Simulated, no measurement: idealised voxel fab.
voxel plated lines: a process module
FYI the section here is cut, 180 nm wide, cells are 5 nm squares.
If you're reading a cross-section in this doc, picture square cells in a grid; it comes to you as bands, top ones listed first down to the bottom, and a band can be one or more rows of cells.
A band entry consists of two parts. The first gives the height of the band's top and the height of its bottom, in nm. The rest lists the band's materials from left to right, each with its width in nm. A single material labelled with the word "edge to edge" fills the band from edge to edge, and the word "empty" marks empty space.
Height 0 is the level under which the wafer as received is all one material. The lowest band goes on downwards, as in "0 nm and below".
Width: "30 to 40" (first number = top row, second number = bottom row, same change from row to row of cells).
Reading "remained the same" for a step: not a cell of the cross-section changed in it.
In "Sealed cavities" the enclosed voids are listed, meaning empty spaces of 8 cells or larger without any opening to the top. The form is width x height at distance, distance from the left edge, units nm.
It should be noted that, on the line of a given step, the content following the step's settings is a remark produced by the simulator itself with respect to that step.
The "overlay nm" setting may appear on a step's line; for a step that uses a mask, it gives how far to the right of its planned position the mask lay, and a negative value indicates the left.

PROCESS STEPS (PLANNED)
1,RECEIVE: material Si
2,CONFORMAL_DEP: material Al2O3, thk nm 15
3,DIRECTIONAL_DEP: material TiN, thk nm 5
4,PATTERN: tone open, mask id LINES, material resist, width nm 15, pitch nm 35, thk nm 25, overlay nm 0
5,EPI: material Ru, thk nm 10
6,EPI: material Ru, thk nm 10
7,STRIP: etch materials resist
8,DIRECTIONAL_ETCH: etch materials TiN, depth nm 5
9,CONFORMAL_DEP: material SiO2, thk nm 10

AS-RECEIVED STATE OF THE WAFER IN CROSS-SECTION, EQUIVALENT TO POST-STEP 1
	0 nm and below: Si edge to edge
	Sealed cavities: none

POST-MODULE CROSS-SECTION: IDENTICAL START AND PLAN TO THOSE ABOVE, ONE MISSTEP IN EXECUTION
	50 nm to 40 nm: SiO2 edge to edge
	40 nm to 20 nm: Ru (65)  SiO2 (15)  Ru (20)  SiO2 (15)  Ru (65)
	20 nm to 15 nm: TiN (65)  SiO2 (15)  TiN (20)  SiO2 (15)  TiN (65)
	15 nm to 0 nm: Al2O3 edge to edge
	0 nm and below: Si edge to edge
	Sealed cavities: none
Heads up, the wafer didn't run the way we planned it: step 4: run off-plan, actual operation and settings PATTERN: tone cover, mask id LINES, material resist, width nm 15, pitch nm 35, thk nm 25, overlay nm 0
